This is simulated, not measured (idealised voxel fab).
Process module, titled voxel self aligned contacts
Section cut is 170 nm wide and gridded with 5 nm square cells.
A cross-section is written here as square cells arranged in a grid, and it is given in bands from the top down, each band taking up one or more rows of cells. In this notation a band is specified by the heights of its top and bottom, in that order and in nm, after which its materials appear from left to right, each paired with its width in nm. The word "all across" attached to a single material means that material fills the band from edge to edge; the word "air" stands for empty space. Height 0 is the level under which the wafer as received is all one material. The lowest band goes on downwards, as in "0..down". Think of "30..40" as a width that walks from the first number to the second as you go down the band, top row to bottom row, taking equal-sized steps from row to row. It should be understood that the words "all unchanged", when stated for a given step, signify that the cross-section underwent no change in any of its cells during that step. "Completely sealed voids" means: voids of 8 cells or more that are shut off from the top with no open way through. Written width x height at distance, distance from the left edge, in nm. Read whatever lies past the settings on a step's line as the simulator's own remark about the step. overlay nm, on a step with a mask: how far to the right of its planned place the mask lay; to the left if negative. Read the rest as pairs. Take the cross-section before one process step, then the cross-section after it, which shows only down to the lowest band that changed. Under the pair, find the step between them and its settings. Bear in mind that pairs may come from different runs of this module on the same starting wafer: link a pair to the pair above it only where its entry headed "Prior to step" says to.

Prior to step
* 0..down = Si all across
* Completely sealed voids: none

Result of Step
* 5..0 = SiO2 all across
* Everything below 0 is unchanged.
* Completely sealed voids: none
Between the two cross-sections above, the process step reads CONFORMAL_DEP: material SiO2, thk nm 5

Prior to step: The cross-section prior to this step is the one presented after the step of the pair immediately above.

Result of Step
* 35..5 = polySi all across
* Everything below 5 is unchanged.
* Completely sealed voids: none
Between the two cross-sections above, the process step reads DIRECTIONAL_DEP: material polySi, thk nm 30

Prior to step: The cross-section prior to this step is the one presented after the step of the pair immediately above.

Result of Step
* 50..35 = SiN all across
* Everything below 35 is unchanged.
* Completely sealed voids: none
Between the two cross-sections above, the process step reads DIRECTIONAL_DEP: material SiN, thk nm 15

Prior to step: The cross-section prior to this step is the one presented after the step of the pair immediately above.

Result of Step
* 60..50 = aC all across
* Everything below 50 is unchanged.
* Completely sealed voids: none
Between the two cross-sections above, the process step reads DIRECTIONAL_DEP: material aC, thk nm 10

Prior to step: The cross-section prior to this step is the one presented after the step of the pair immediately above.

Result of Step
* 90..60 = air: 15, resist: 25, air: 30, resist: 25, air: 30, resist: 25, air: 20
* Everything below 60 is unchanged.
* Completely sealed voids: none
Between the two cross-sections above, the process step reads PATTERN: tone cover, mask id GATE, material resist, width nm 25, pitch nm 55, thk nm 30, overlay nm 0

Prior to step: The cross-section prior to this step is the one presented after the step of the pair immediately above.

Result of Step
* 80..60 = air: 15, resist: 25, air: 30, resist: 25, air: 30, resist: 25, air: 20
* 60..50 = air: 15, aC: 25, air: 30, aC: 25, air: 30, aC: 25, air: 20
* Everything below 50 is unchanged.
* Completely sealed voids: none
Between the two cross-sections above, the process step reads DIRECTIONAL_ETCH: etch materials aC, depth nm 10

Prior to step: The cross-section prior to this step is the one presented after the step of the pair immediately above.

Result of Step
* 60..50 = air: 15, aC: 25, air: 30, aC: 25, air: 30, aC: 25, air: 20
* Everything below 50 is unchanged.
* Completely sealed voids: none
Between the two cross-sections above, the process step reads STRIP: etch materials resist

Prior to step: The cross-section prior to this step is the one presented after the step of the pair immediately above.

Result of Step
* 60..50 = air: 15, aC: 25, air: 30, aC: 25, air: 30, aC: 25, air: 20
* 50..35 = air: 15, SiN: 25, air: 30, SiN: 25, air: 30, SiN: 25, air: 20
* Everything below 35 is unchanged.
* Completely sealed voids: none
Between the two cross-sections above, the process step reads DIRECTIONAL_ETCH: etch materials SiN, depth nm 15

Prior to step: The cross-section prior to this step is the one presented after the step of the pair immediately above.

Result of Step
* 60..50 = air: 15, aC: 25, air: 30, aC: 25, air: 30, aC: 25, air: 20
* 50..35 = air: 15, SiN: 25, air: 30, SiN: 25, air: 30, SiN: 25, air: 20
* 35..5 = air: 15, polySi: 25, air: 30, polySi: 25, air: 30, polySi: 25, air: 20
* Everything below 5 is unchanged.
* Completely sealed voids: none
Between the two cross-sections above, the process step reads DIRECTIONAL_ETCH: etch materials polySi, depth nm 30

Prior to step: The cross-section prior to this step is the one presented after the step of the pair immediately above.

Result of Step
* 50..35 = air: 15, SiN: 25, air: 30, SiN: 25, air: 30, SiN: 25, air: 20
* Everything below 35 is unchanged.
* Completely sealed voids: none
Between the two cross-sections above, the process step reads STRIP: etch materials aC

Prior to step: The cross-section prior to this step is the one presented after the step of the pair immediately above.

Result of Step
* 55..35 = air: 10, SiN: 35, air: 20, SiN: 35, air: 20, SiN: 35, air: 15
* 35..10 = air: 10, SiN: 5, polySi: 25, SiN: 5, air: 20, SiN: 5, polySi: 25, SiN: 5, air: 20, SiN: 5, polySi: 25, SiN: 5, air: 15
* 10..5 = SiN: 15, polySi: 25, SiN: 30, polySi: 25, SiN: 30, polySi: 25, SiN: 20
* Everything below 5 is unchanged.
* Completely sealed voids: none
Between the two cross-sections above, the process step reads CONFORMAL_DEP: material SiN, thk nm 5

Prior to step: The cross-section prior to this step is the one presented after the step of the pair immediately above.

Result of Step
* 50..35 = air: 10, SiN: 35, air: 20, SiN: 35, air: 20, SiN: 35, air: 15
* 35..5 = air: 10, SiN: 5, polySi: 25, SiN: 5, air: 20, SiN: 5, polySi: 25, SiN: 5, air: 20, SiN: 5, polySi: 25, SiN: 5, air: 15
* Everything below 5 is unchanged.
* Completely sealed voids: none
Between the two cross-sections above, the process step reads DIRECTIONAL_ETCH: etch materials SiN, depth nm 5

Prior to step: The cross-section prior to this step is the one presented after the step of the pair immediately above.

Result of Step
* 70..50 = SiO2 all across
* 50..35 = SiO2: 10, SiN: 35, SiO2: 20, SiN: 35, SiO2: 20, SiN: 35, SiO2: 15
* 35..5 = SiO2: 10, SiN: 5, polySi: 25, SiN: 5, SiO2: 20, SiN: 5, polySi: 25, SiN: 5, SiO2: 20, SiN: 5, polySi: 25, SiN: 5, SiO2: 15
* Everything below 5 is unchanged.
* Completely sealed voids: none
Between the two cross-sections above, the process step reads FILL_DEP: material SiO2, thk nm 20

Prior to step: The cross-section prior to this step is the one presented after the step of the pair immediately above.

Result of Step
* 60..50 = SiO2 all across
* Everything below 50 is unchanged.
* Completely sealed voids: none
Between the two cross-sections above, the process step reads CMP: height nm 60

Prior to step: The cross-section prior to this step is the one presented after the step of the pair immediately above.

Result of Step
* 60..50 = SiO2: 35, air: 40, SiO2: 15, air: 40, SiO2: 40
* 50..35 = SiO2: 10, SiN: 35, air: 20, SiN: 35, air: 20, SiN: 35, SiO2: 15
* 35..5 = SiO2: 10, SiN: 5, polySi: 25, SiN: 5, air: 20, SiN: 5, polySi: 25, SiN: 5, air: 20, SiN: 5, polySi: 25, SiN: 5, SiO2: 15
* 5..0 = SiO2: 45, air: 20, SiO2: 35, air: 20, SiO2: 50
* Everything below 0 is unchanged.
* Completely sealed voids: none
Between the two cross-sections above, the process step reads MASKED_ETCH: tone open, mask id CONTACT, width nm 40, pitch nm 55, etch materials SiO2, depth nm 60, overlay nm 0

Prior to step: The cross-section prior to this step is the one presented after the step of the pair immediately above.

Result of Step
* 65..60 = TiN: 40, air: 30, TiN: 25, air: 30, TiN: 45
* 60..50 = SiO2: 35, TiN: 5..15, air: 30..10, TiN: 5..15, SiO2: 15, TiN: 5..15, air: 30..10, TiN: 5..15, SiO2: 40
* 50..35 = SiO2: 10, SiN: 35, TiN: 5, air: 10, TiN: 5, SiN: 35, TiN: 5, air: 10, TiN: 5, SiN: 35, SiO2: 15
* 35..5 = SiO2: 10, SiN: 5, polySi: 25, SiN: 5, TiN: 5, air: 10, TiN: 5, SiN: 5, polySi: 25, SiN: 5, TiN: 5, air: 10, TiN: 5, SiN: 5, polySi: 25, SiN: 5, SiO2: 15
* 5..0 = SiO2: 45, TiN: 20, SiO2: 35, TiN: 20, SiO2: 50
* Everything below 0 is unchanged.
* Completely sealed voids: none
Between the two cross-sections above, the process step reads CONFORMAL_DEP: material TiN, thk nm 5

Prior to step: The cross-section prior to this step is the one presented after the step of the pair immediately above.

Result of Step
* 75..65 = W all across
* 65..60 = TiN: 40, W: 30, TiN: 25, W: 30, TiN: 45
* 60..50 = SiO2: 35, TiN: 5..15, W: 30..10, TiN: 5..15, SiO2: 15, TiN: 5..15, W: 30..10, TiN: 5..15, SiO2: 40
* 50..35 = SiO2: 10, SiN: 35, TiN: 5, W: 10, TiN: 5, SiN: 35, TiN: 5, W: 10, TiN: 5, SiN: 35, SiO2: 15
* 35..5 = SiO2: 10, SiN: 5, polySi: 25, SiN: 5, TiN: 5, W: 10, TiN: 5, SiN: 5, polySi: 25, SiN: 5, TiN: 5, W: 10, TiN: 5, SiN: 5, polySi: 25, SiN: 5, SiO2: 15
* Everything below 5 is unchanged.
* Completely sealed voids: none
Between the two cross-sections above, the process step reads FILL_DEP: material W, thk nm 10

Prior to step: The cross-section prior to this step is the one presented after the step of the pair immediately above.

Result of Step
* 60..50 = SiO2: 35, TiN: 5..15, W: 30..10, TiN: 5..15, SiO2: 15, TiN: 5..15, W: 30..10, TiN: 5..15, SiO2: 40
* Everything below 50 is unchanged.
* Completely sealed voids: none
Between the two cross-sections above, the process step reads CMP: height nm 60

Prior to step: The cross-section prior to this step is the one presented after the step of the pair immediately above.

Result of Step
* 65..60 = SiCN all across
* Everything below 60 is unchanged.
* Completely sealed voids: none
Between the two cross-sections above, the process step reads CONFORMAL_DEP: material SiCN, thk nm 5

Prior to step
* 0..down = Si all across
* Completely sealed voids: none

Result of Step
* 30..0 = polySi all across
* Everything below 0 is unchanged.
* Completely sealed voids: none
Between the two cross-sections above, the process step reads DIRECTIONAL_DEP: material polySi, thk nm 30

Prior to step: The cross-section prior to this step is the one presented after the step of the pair immediately above.

Result of Step
* 45..30 = SiN all across
* Everything below 30 is unchanged.
* Completely sealed voids: none
Between the two cross-sections above, the process step reads DIRECTIONAL_DEP: material SiN, thk nm 15

Prior to step: The cross-section prior to this step is the one presented after the step of the pair immediately above.

Result of Step
* 55..45 = aC all across
* Everything below 45 is unchanged.
* Completely sealed voids: none
Between the two cross-sections above, the process step reads DIRECTIONAL_DEP: material aC, thk nm 10

Prior to step: The cross-section prior to this step is the one presented after the step of the pair immediately above.

Result of Step
* 85..55 = air: 15, resist: 25, air: 30, resist: 25, air: 30, resist: 25, air: 20
* Everything below 55 is unchanged.
* Completely sealed voids: none
Between the two cross-sections above, the process step reads PATTERN: tone cover, mask id GATE, material resist, width nm 25, pitch nm 55, thk nm 30, overlay nm 0

Prior to step: The cross-section prior to this step is the one presented after the step of the pair immediately above.

Result of Step
* 75..55 = air: 15, resist: 25, air: 30, resist: 25, air: 30, resist: 25, air: 20
* 55..45 = air: 15, aC: 25, air: 30, aC: 25, air: 30, aC: 25, air: 20
* Everything below 45 is unchanged.
* Completely sealed voids: none
Between the two cross-sections above, the process step reads DIRECTIONAL_ETCH: etch materials aC, depth nm 10

Prior to step: The cross-section prior to this step is the one presented after the step of the pair immediately above.

Result of Step
* 55..45 = air: 15, aC: 25, air: 30, aC: 25, air: 30, aC: 25, air: 20
* Everything below 45 is unchanged.
* Completely sealed voids: none
Between the two cross-sections above, the process step reads STRIP: etch materials resist

Prior to step: The cross-section prior to this step is the one presented after the step of the pair immediately above.

Result of Step
* 55..45 = air: 15, aC: 25, air: 30, aC: 25, air: 30, aC: 25, air: 20
* 45..30 = air: 15, SiN: 25, air: 30, SiN: 25, air: 30, SiN: 25, air: 20
* Everything below 30 is unchanged.
* Completely sealed voids: none
Between the two cross-sections above, the process step reads DIRECTIONAL_ETCH: etch materials SiN, depth nm 15

Prior to step: The cross-section prior to this step is the one presented after the step of the pair immediately above.

Result of Step
* 55..45 = air: 15, aC: 25, air: 30, aC: 25, air: 30, aC: 25, air: 20
* 45..30 = air: 15, SiN: 25, air: 30, SiN: 25, air: 30, SiN: 25, air: 20
* 30..0 = air: 15, polySi: 25, air: 30, polySi: 25, air: 30, polySi: 25, air: 20
* Everything below 0 is unchanged.
* Completely sealed voids: none
Between the two cross-sections above, the process step reads DIRECTIONAL_ETCH: etch materials polySi, depth nm 30

Prior to step: The cross-section prior to this step is the one presented after the step of the pair immediately above.

Result of Step
* 45..30 = air: 15, SiN: 25, air: 30, SiN: 25, air: 30, SiN: 25, air: 20
* Everything below 30 is unchanged.
* Completely sealed voids: none
Between the two cross-sections above, the process step reads STRIP: etch materials aC

Prior to step: The cross-section prior to this step is the one presented after the step of the pair immediately above.

Result of Step
* 50..30 = air: 10, SiN: 35, air: 20, SiN: 35, air: 20, SiN: 35, air: 15
* 30..5 = air: 10, SiN: 5, polySi: 25, SiN: 5, air: 20, SiN: 5, polySi: 25, SiN: 5, air: 20, SiN: 5, polySi: 25, SiN: 5, air: 15
* 5..0 = SiN: 15, polySi: 25, SiN: 30, polySi: 25, SiN: 30, polySi: 25, SiN: 20
* Everything below 0 is unchanged.
* Completely sealed voids: none
Between the two cross-sections above, the process step reads CONFORMAL_DEP: material SiN, thk nm 5

Prior to step: The cross-section prior to this step is the one presented after the step of the pair immediately above.

Result of Step
* 45..30 = air: 10, SiN: 35, air: 20, SiN: 35, air: 20, SiN: 35, air: 15
* 30..0 = air: 10, SiN: 5, polySi: 25, SiN: 5, air: 20, SiN: 5, polySi: 25, SiN: 5, air: 20, SiN: 5, polySi: 25, SiN: 5, air: 15
* Everything below 0 is unchanged.
* Completely sealed voids: none
Between the two cross-sections above, the process step reads DIRECTIONAL_ETCH: etch materials SiN, depth nm 5

Prior to step: The cross-section prior to this step is the one presented after the step of the pair immediately above.

Result of Step
* 65..45 = SiO2 all across
* 45..30 = SiO2: 10, SiN: 35, SiO2: 20, SiN: 35, SiO2: 20, SiN: 35, SiO2: 15
* 30..0 = SiO2: 10, SiN: 5, polySi: 25, SiN: 5, SiO2: 20, SiN: 5, polySi: 25, SiN: 5, SiO2: 20, SiN: 5, polySi: 25, SiN: 5, SiO2: 15
* Everything below 0 is unchanged.
* Completely sealed voids: none
Between the two cross-sections above, the process step reads FILL_DEP: material SiO2, thk nm 20

Prior to step: The cross-section prior to this step is the one presented after the step of the pair immediately above.

Result of Step
* 60..45 = SiO2 all across
* Everything below 45 is unchanged.
* Completely sealed voids: none
Between the two cross-sections above, the process step reads CMP: height nm 60

Prior to step: The cross-section prior to this step is the one presented after the step of the pair immediately above.

Result of Step
* 60..45 = SiO2: 35, air: 40, SiO2: 15, air: 40, SiO2: 40
* 45..30 = SiO2: 10, SiN: 35, air: 20, SiN: 35, air: 20, SiN: 35, SiO2: 15
* 30..0 = SiO2: 10, SiN: 5, polySi: 25, SiN: 5, air: 20, SiN: 5, polySi: 25, SiN: 5, air: 20, SiN: 5, polySi: 25, SiN: 5, SiO2: 15
* Everything below 0 is unchanged.
* Completely sealed voids: none
Between the two cross-sections above, the process step reads MASKED_ETCH: tone open, mask id CONTACT, width nm 40, pitch nm 55, etch materials SiO2, depth nm 60, overlay nm 0

Prior to step: The cross-section prior to this step is the one presented after the step of the pair immediately above.

Result of Step
* 65..60 = TiN: 40, air: 30, TiN: 25, air: 30, TiN: 45
* 60..50 = SiO2: 35, TiN: 5, air: 30, TiN: 5, SiO2: 15, TiN: 5, air: 30, TiN: 5, SiO2: 40
* 50..45 = SiO2: 35, TiN: 15, air: 10, TiN: 15, SiO2: 15, TiN: 15, air: 10, TiN: 15, SiO2: 40
* 45..30 = SiO2: 10, SiN: 35, TiN: 5, air: 10, TiN: 5, SiN: 35, TiN: 5, air: 10, TiN: 5, SiN: 35, SiO2: 15
* 30..5 = SiO2: 10, SiN: 5, polySi: 25, SiN: 5, TiN: 5, air: 10, TiN: 5, SiN: 5, polySi: 25, SiN: 5, TiN: 5, air: 10, TiN: 5, SiN: 5, polySi: 25, SiN: 5, SiO2: 15
* 5..0 = SiO2: 10, SiN: 5, polySi: 25, SiN: 5, TiN: 20, SiN: 5, polySi: 25, SiN: 5, TiN: 20, SiN: 5, polySi: 25, SiN: 5, SiO2: 15
* Everything below 0 is unchanged.
* Completely sealed voids: none
Between the two cross-sections above, the process step reads CONFORMAL_DEP: material TiN, thk nm 5

Prior to step: The cross-section prior to this step is the one presented after the step of the pair immediately above.

Result of Step
* 75..65 = W all across
* 65..60 = TiN: 40, W: 30, TiN: 25, W: 30, TiN: 45
* 60..50 = SiO2: 35, TiN: 5, W: 30, TiN: 5, SiO2: 15, TiN: 5, W: 30, TiN: 5, SiO2: 40
* 50..45 = SiO2: 35, TiN: 15, W: 10, TiN: 15, SiO2: 15, TiN: 15, W: 10, TiN: 15, SiO2: 40
* 45..30 = SiO2: 10, SiN: 35, TiN: 5, W: 10, TiN: 5, SiN: 35, TiN: 5, W: 10, TiN: 5, SiN: 35, SiO2: 15
* 30..5 = SiO2: 10, SiN: 5, polySi: 25, SiN: 5, TiN: 5, W: 10, TiN: 5, SiN: 5, polySi: 25, SiN: 5, TiN: 5, W: 10, TiN: 5, SiN: 5, polySi: 25, SiN: 5, SiO2: 15
* Everything below 5 is unchanged.
* Completely sealed voids: none
Between the two cross-sections above, the process step reads FILL_DEP: material W, thk nm 10

Prior to step: The cross-section prior to this step is the one presented after the step of the pair immediately above.

Result of Step
* 60..50 = SiO2: 35, TiN: 5, W: 30, TiN: 5, SiO2: 15, TiN: 5, W: 30, TiN: 5, SiO2: 40
* Everything below 50 is unchanged.
* Completely sealed voids: none
Between the two cross-sections above, the process step reads CMP: height nm 60

Prior to step: The cross-section prior to this step is the one presented after the step of the pair immediately above.

Result of Step
* 65..60 = SiCN all across
* Everything below 60 is unchanged.
* Completely sealed voids: none
Between the two cross-sections above, the process step reads CONFORMAL_DEP: material SiCN, thk nm 5

Prior to step
* 35..5 = polySi all across
* 5..0 = SiO2 all across
* 0..down = Si all across
* Completely sealed voids: none

Result of Step
* 65..5 = polySi all across
* Everything below 5 is unchanged.
* Completely sealed voids: none
Between the two cross-sections above, the process step reads DIRECTIONAL_DEP: material polySi, thk nm 30

Prior to step: The cross-section prior to this step is the one presented after the step of the pair immediately above.

Result of Step
* 80..65 = SiN all across
* Everything below 65 is unchanged.
* Completely sealed voids: none
Between the two cross-sections above, the process step reads DIRECTIONAL_DEP: material SiN, thk nm 15

Prior to step: The cross-section prior to this step is the one presented after the step of the pair immediately above.

Result of Step
* 90..80 = aC all across
* Everything below 80 is unchanged.
* Completely sealed voids: none
Between the two cross-sections above, the process step reads DIRECTIONAL_DEP: material aC, thk nm 10

Prior to step: The cross-section prior to this step is the one presented after the step of the pair immediately above.

Result of Step
* 120..90 = air: 15, resist: 25, air: 30, resist: 25, air: 30, resist: 25, air: 20
* Everything below 90 is unchanged.
* Completely sealed voids: none
Between the two cross-sections above, the process step reads PATTERN: tone cover, mask id GATE, material resist, width nm 25, pitch nm 55, thk nm 30, overlay nm 0

Prior to step: The cross-section prior to this step is the one presented after the step of the pair immediately above.

Result of Step
* 110..90 = air: 15, resist: 25, air: 30, resist: 25, air: 30, resist: 25, air: 20
* 90..80 = air: 15, aC: 25, air: 30, aC: 25, air: 30, aC: 25, air: 20
* Everything below 80 is unchanged.
* Completely sealed voids: none
Between the two cross-sections above, the process step reads DIRECTIONAL_ETCH: etch materials aC, depth nm 10

Prior to step: The cross-section prior to this step is the one presented after the step of the pair immediately above.

Result of Step
* 90..80 = air: 15, aC: 25, air: 30, aC: 25, air: 30, aC: 25, air: 20
* Everything below 80 is unchanged.
* Completely sealed voids: none
Between the two cross-sections above, the process step reads STRIP: etch materials resist

Prior to step: The cross-section prior to this step is the one presented after the step of the pair immediately above.

Result of Step
* 90..80 = air: 15, aC: 25, air: 30, aC: 25, air: 30, aC: 25, air: 20
* 80..65 = air: 15, SiN: 25, air: 30, SiN: 25, air: 30, SiN: 25, air: 20
* Everything below 65 is unchanged.
* Completely sealed voids: none
Between the two cross-sections above, the process step reads DIRECTIONAL_ETCH: etch materials SiN, depth nm 15

Prior to step: The cross-section prior to this step is the one presented after the step of the pair immediately above.

Result of Step
* 90..80 = air: 15, aC: 25, air: 30, aC: 25, air: 30, aC: 25, air: 20
* 80..65 = air: 15, SiN: 25, air: 30, SiN: 25, air: 30, SiN: 25, air: 20
* 65..35 = air: 15, polySi: 25, air: 30, polySi: 25, air: 30, polySi: 25, air: 20
* Everything below 35 is unchanged.
* Completely sealed voids: none
Between the two cross-sections above, the process step reads DIRECTIONAL_ETCH: etch materials polySi, depth nm 30

Prior to step: The cross-section prior to this step is the one presented after the step of the pair immediately above.

Result of Step
* 80..65 = air: 15, SiN: 25, air: 30, SiN: 25, air: 30, SiN: 25, air: 20
* Everything below 65 is unchanged.
* Completely sealed voids: none
Between the two cross-sections above, the process step reads STRIP: etch materials aC

Prior to step: The cross-section prior to this step is the one presented after the step of the pair immediately above.

Result of Step
* 85..65 = air: 10, SiN: 35, air: 20, SiN: 35, air: 20, SiN: 35, air: 15
* 65..40 = air: 10, SiN: 5, polySi: 25, SiN: 5, air: 20, SiN: 5, polySi: 25, SiN: 5, air: 20, SiN: 5, polySi: 25, SiN: 5, air: 15
* 40..35 = SiN: 15, polySi: 25, SiN: 30, polySi: 25, SiN: 30, polySi: 25, SiN: 20
* Everything below 35 is unchanged.
* Completely sealed voids: none
Between the two cross-sections above, the process step reads CONFORMAL_DEP: material SiN, thk nm 5

Prior to step: The cross-section prior to this step is the one presented after the step of the pair immediately above.

Result of Step
* 80..65 = air: 10, SiN: 35, air: 20, SiN: 35, air: 20, SiN: 35, air: 15
* 65..35 = air: 10, SiN: 5, polySi: 25, SiN: 5, air: 20, SiN: 5, polySi: 25, SiN: 5, air: 20, SiN: 5, polySi: 25, SiN: 5, air: 15
* Everything below 35 is unchanged.
* Completely sealed voids: none
Between the two cross-sections above, the process step reads DIRECTIONAL_ETCH: etch materials SiN, depth nm 5

Prior to step: The cross-section prior to this step is the one presented after the step of the pair immediately above.

Result of Step
* 100..80 = SiO2 all across
* 80..65 = SiO2: 10, SiN: 35, SiO2: 20, SiN: 35, SiO2: 20, SiN: 35, SiO2: 15
* 65..35 = SiO2: 10, SiN: 5, polySi: 25, SiN: 5, SiO2: 20, SiN: 5, polySi: 25, SiN: 5, SiO2: 20, SiN: 5, polySi: 25, SiN: 5, SiO2: 15
* Everything below 35 is unchanged.
* Completely sealed voids: none
Between the two cross-sections above, the process step reads FILL_DEP: material SiO2, thk nm 20

Prior to step: The cross-section prior to this step is the one presented after the step of the pair immediately above.

Result of Step
* 60..35 = SiO2: 10, SiN: 5, polySi: 25, SiN: 5, SiO2: 20, SiN: 5, polySi: 25, SiN: 5, SiO2: 20, SiN: 5, polySi: 25, SiN: 5, SiO2: 15
* Everything below 35 is unchanged.
* Completely sealed voids: none
Between the two cross-sections above, the process step reads CMP: height nm 60

Prior to step: The cross-section prior to this step is the one presented after the step of the pair immediately above.

Result of Step
* 60..35 = SiO2: 10, SiN: 5, polySi: 25, SiN: 5, air: 20, SiN: 5, polySi: 25, SiN: 5, air: 20, SiN: 5, polySi: 25, SiN: 5, SiO2: 15
* Everything below 35 is unchanged.
* Completely sealed voids: none
Between the two cross-sections above, the process step reads MASKED_ETCH: tone open, mask id CONTACT, width nm 40, pitch nm 55, etch materials SiO2, depth nm 60, overlay nm 0

Prior to step: The cross-section prior to this step is the one presented after the step of the pair immediately above.

Result of Step
* 65..60 = TiN: 50, air: 10, TiN: 45, air: 10, TiN: 55
* 60..40 = SiO2: 10, SiN: 5, polySi: 25, SiN: 5, TiN: 5, air: 10, TiN: 5, SiN: 5, polySi: 25, SiN: 5, TiN: 5, air: 10, TiN: 5, SiN: 5, polySi: 25, SiN: 5, SiO2: 15
* 40..35 = SiO2: 10, SiN: 5, polySi: 25, SiN: 5, TiN: 20, SiN: 5, polySi: 25, SiN: 5, TiN: 20, SiN: 5, polySi: 25, SiN: 5, SiO2: 15
* Everything below 35 is unchanged.
* Completely sealed voids: none
Between the two cross-sections above, the process step reads CONFORMAL_DEP: material TiN, thk nm 5

Prior to step: The cross-section prior to this step is the one presented after the step of the pair immediately above.

Result of Step
* 75..65 = W all across
* 65..60 = TiN: 50, W: 10, TiN: 45, W: 10, TiN: 55
* 60..40 = SiO2: 10, SiN: 5, polySi: 25, SiN: 5, TiN: 5, W: 10, TiN: 5, SiN: 5, polySi: 25, SiN: 5, TiN: 5, W: 10, TiN: 5, SiN: 5, polySi: 25, SiN: 5, SiO2: 15
* Everything below 40 is unchanged.
* Completely sealed voids: none
Between the two cross-sections above, the process step reads FILL_DEP: material W, thk nm 10

Prior to step: The cross-section prior to this step is the one presented after the step of the pair immediately above.

Result of Step
* 60..40 = SiO2: 10, SiN: 5, polySi: 25, SiN: 5, TiN: 5, W: 10, TiN: 5, SiN: 5, polySi: 25, SiN: 5, TiN: 5, W: 10, TiN: 5, SiN: 5, polySi: 25, SiN: 5, SiO2: 15
* Everything below 40 is unchanged.
* Completely sealed voids: none
Between the two cross-sections above, the process step reads CMP: height nm 60

Prior to step: The cross-section prior to this step is the one presented after the step of the pair immediately above.

Result of Step
* 65..60 = SiCN all across
* Everything below 60 is unchanged.
* Completely sealed voids: none
Between the two cross-sections above, the process step reads CONFORMAL_DEP: material SiCN, thk nm 5

Prior to step
* 30..0 = polySi all across
* 0..down = Si all across
* Completely sealed voids: none

Result of Step
* 35..30 = SiO2 all across
* Everything below 30 is unchanged.
* Completely sealed voids: none
Between the two cross-sections above, the process step reads CONFORMAL_DEP: material SiO2, thk nm 5

Prior to step: The cross-section prior to this step is the one presented after the step of the pair immediately above.

Result of Step
* 50..35 = SiN all across
* Everything below 35 is unchanged.
* Completely sealed voids: none
Between the two cross-sections above, the process step reads DIRECTIONAL_DEP: material SiN, thk nm 15

Prior to step: The cross-section prior to this step is the one presented after the step of the pair immediately above.

Result of Step
* 60..50 = aC all across
* Everything below 50 is unchanged.
* Completely sealed voids: none
Between the two cross-sections above, the process step reads DIRECTIONAL_DEP: material aC, thk nm 10

Prior to step: The cross-section prior to this step is the one presented after the step of the pair immediately above.

Result of Step
* 90..60 = air: 15, resist: 25, air: 30, resist: 25, air: 30, resist: 25, air: 20
* Everything below 60 is unchanged.
* Completely sealed voids: none
Between the two cross-sections above, the process step reads PATTERN: tone cover, mask id GATE, material resist, width nm 25, pitch nm 55, thk nm 30, overlay nm 0

Prior to step: The cross-section prior to this step is the one presented after the step of the pair immediately above.

Result of Step
* 80..60 = air: 15, resist: 25, air: 30, resist: 25, air: 30, resist: 25, air: 20
* 60..50 = air: 15, aC: 25, air: 30, aC: 25, air: 30, aC: 25, air: 20
* Everything below 50 is unchanged.
* Completely sealed voids: none
Between the two cross-sections above, the process step reads DIRECTIONAL_ETCH: etch materials aC, depth nm 10

Prior to step: The cross-section prior to this step is the one presented after the step of the pair immediately above.

Result of Step
* 60..50 = air: 15, aC: 25, air: 30, aC: 25, air: 30, aC: 25, air: 20
* Everything below 50 is unchanged.
* Completely sealed voids: none
Between the two cross-sections above, the process step reads STRIP: etch materials resist

Prior to step: The cross-section prior to this step is the one presented after the step of the pair immediately above.

Result of Step
* 60..50 = air: 15, aC: 25, air: 30, aC: 25, air: 30, aC: 25, air: 20
* 50..35 = air: 15, SiN: 25, air: 30, SiN: 25, air: 30, SiN: 25, air: 20
* Everything below 35 is unchanged.
* Completely sealed voids: none
Between the two cross-sections above, the process step reads DIRECTIONAL_ETCH: etch materials SiN, depth nm 15

Prior to step: The cross-section prior to this step is the one presented after the step of the pair immediately above.

Result of Step
* 50..35 = air: 15, SiN: 25, air: 30, SiN: 25, air: 30, SiN: 25, air: 20
* Everything below 35 is unchanged.
* Completely sealed voids: none
Between the two cross-sections above, the process step reads STRIP: etch materials aC

Prior to step: The cross-section prior to this step is the one presented after the step of the pair immediately above.

Result of Step
* 55..40 = air: 10, SiN: 35, air: 20, SiN: 35, air: 20, SiN: 35, air: 15
* 40..35 = SiN all across
* Everything below 35 is unchanged.
* Completely sealed voids: none
Between the two cross-sections above, the process step reads CONFORMAL_DEP: material SiN, thk nm 5

Prior to step: The cross-section prior to this step is the one presented after the step of the pair immediately above.

Result of Step
* 50..35 = air: 10, SiN: 35, air: 20, SiN: 35, air: 20, SiN: 35, air: 15
* Everything below 35 is unchanged.
* Completely sealed voids: none
Between the two cross-sections above, the process step reads DIRECTIONAL_ETCH: etch materials SiN, depth nm 5

Prior to step: The cross-section prior to this step is the one presented after the step of the pair immediately above.

Result of Step
* 70..50 = SiO2 all across
* 50..35 = SiO2: 10, SiN: 35, SiO2: 20, SiN: 35, SiO2: 20, SiN: 35, SiO2: 15
* Everything below 35 is unchanged.
* Completely sealed voids: none
Between the two cross-sections above, the process step reads FILL_DEP: material SiO2, thk nm 20

Prior to step: The cross-section prior to this step is the one presented after the step of the pair immediately above.

Result of Step
* 60..50 = SiO2 all across
* Everything below 50 is unchanged.
* Completely sealed voids: none
Between the two cross-sections above, the process step reads CMP: height nm 60

Prior to step: The cross-section prior to this step is the one presented after the step of the pair immediately above.

Result of Step
* 60..50 = SiO2: 35, air: 40, SiO2: 15, air: 40, SiO2: 40
* 50..35 = SiO2: 10, SiN: 35, air: 20, SiN: 35, air: 20, SiN: 35, SiO2: 15
* 35..30 = SiO2: 45, air: 20, SiO2: 35, air: 20, SiO2: 50
* Everything below 30 is unchanged.
* Completely sealed voids: none
Between the two cross-sections above, the process step reads MASKED_ETCH: tone open, mask id CONTACT, width nm 40, pitch nm 55, etch materials SiO2, depth nm 60, overlay nm 0

Prior to step: The cross-section prior to this step is the one presented after the step of the pair immediately above.

Result of Step
* 65..60 = TiN: 40, air: 30, TiN: 25, air: 30, TiN: 45
* 60..50 = SiO2: 35, TiN: 5..15, air: 30..10, TiN: 5..15, SiO2: 15, TiN: 5..15, air: 30..10, TiN: 5..15, SiO2: 40
* 50..35 = SiO2: 10, SiN: 35, TiN: 5, air: 10, TiN: 5, SiN: 35, TiN: 5, air: 10, TiN: 5, SiN: 35, SiO2: 15
* 35..30 = SiO2: 45, TiN: 20, SiO2: 35, TiN: 20, SiO2: 50
* Everything below 30 is unchanged.
* Completely sealed voids: none
Between the two cross-sections above, the process step reads CONFORMAL_DEP: material TiN, thk nm 5
